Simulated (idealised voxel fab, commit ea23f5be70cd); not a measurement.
Herein follows the process module entitled voxel tone inversion.
cross-section cut | 290 nm wide | cells 5 nm
Throughout this document, each cross-section is represented as a grid of square cells and is presented as a sequence of bands enumerated from the top downward, where a band comprises one or more rows of cells. Band: top height; bottom height; in nm. Then, left to right: material with width in nm, for each material. "edge to edge": a single material spanning edge to edge. "empty": empty space. Where do heights start? At 0: under that level the wafer as delivered is made of one material only. And the lowest band has no floor; it just carries on downward, as in "0 and below". The width entry "30->40" should be interpreted row by row: the top row of cells in the band takes the first number, the bottom row takes the second number, and the change between adjacent rows is uniform throughout. Basically "remained the same" means that step didn't change any cell in the cross-section. Entry "Catalogued sealed voids" = empty spaces >= 8 cells with no open way to the top; each as width x height at distance, distance from left edge, all nm. Text after the settings on a step's line: the simulator's own remark on that step. overlay nm, on a step with a mask: how far to the right of its planned place the mask lay; to the left if negative.

-- Steps in the process plan
1. RECEIVE, material Si
2. CONFORMAL_DEP, material SiCN, thk nm 10
3. DIRECTIONAL_DEP, material polySi, thk nm 15
4. PATTERN, tone cover, mask id POSTS, material resist, width nm 20, pitch nm 50, thk nm 20, overlay nm 0
5. DIRECTIONAL_ETCH, etch materials polySi, depth nm 15
6. STRIP, etch materials resist
7. FILL_DEP, material lowk, thk nm 10
8. CMP, height nm 25
9. STRIP, etch materials polySi
10. CONFORMAL_DEP, material TiN, thk nm 5
11. FILL_DEP, material W, thk nm 10
12. CMP, height nm 25
13. CONFORMAL_DEP, material SiN, thk nm 5

-- Cross-section of the wafer at receipt, which is the condition after step 1
	0 and below = Si edge to edge
	Catalogued sealed voids: none

-- Sectioned view, first of two wafers, at the close of the module, processed as intended in the plan
	30 down to 25 = SiN edge to edge
	25 down to 15 = lowk=110 | TiN=5 | W=10 | TiN=5 | lowk=30 | TiN=5 | W=10 | TiN=5 | lowk=110
	15 down to 10 = lowk=110 | TiN=20 | lowk=30 | TiN=20 | lowk=110
	10 down to 0 = SiCN edge to edge
	0 and below = Si edge to edge
	Catalogued sealed voids: none

-- Cross-sectional image of the second wafer of the two following completion of the module. Starting state and process plan were the same as for the first wafer; one execution error occurred
	30 down to 25 = SiN edge to edge
	25 down to 15 = W=105 | TiN=5 | lowk=20 | TiN=5 | W=20 | TiN=5 | lowk=20 | TiN=5 | W=105
	15 down to 10 = TiN=110 | lowk=20 | TiN=30 | lowk=20 | TiN=110
	10 down to 0 = SiCN edge to edge
	0 and below = Si edge to edge
	Catalogued sealed voids: none
Short version of what went wrong: step 4 was processed under conditions differing from the plan, specifically as PATTERN, tone open, mask id POSTS, material resist, width nm 20, pitch nm 50, thk nm 20, overlay nm 0
Heads up, by the end the second wafer has more or fewer cells of some materials compared to the first: TiN: 42 more | W: 84 more | lowk: 126 fewer
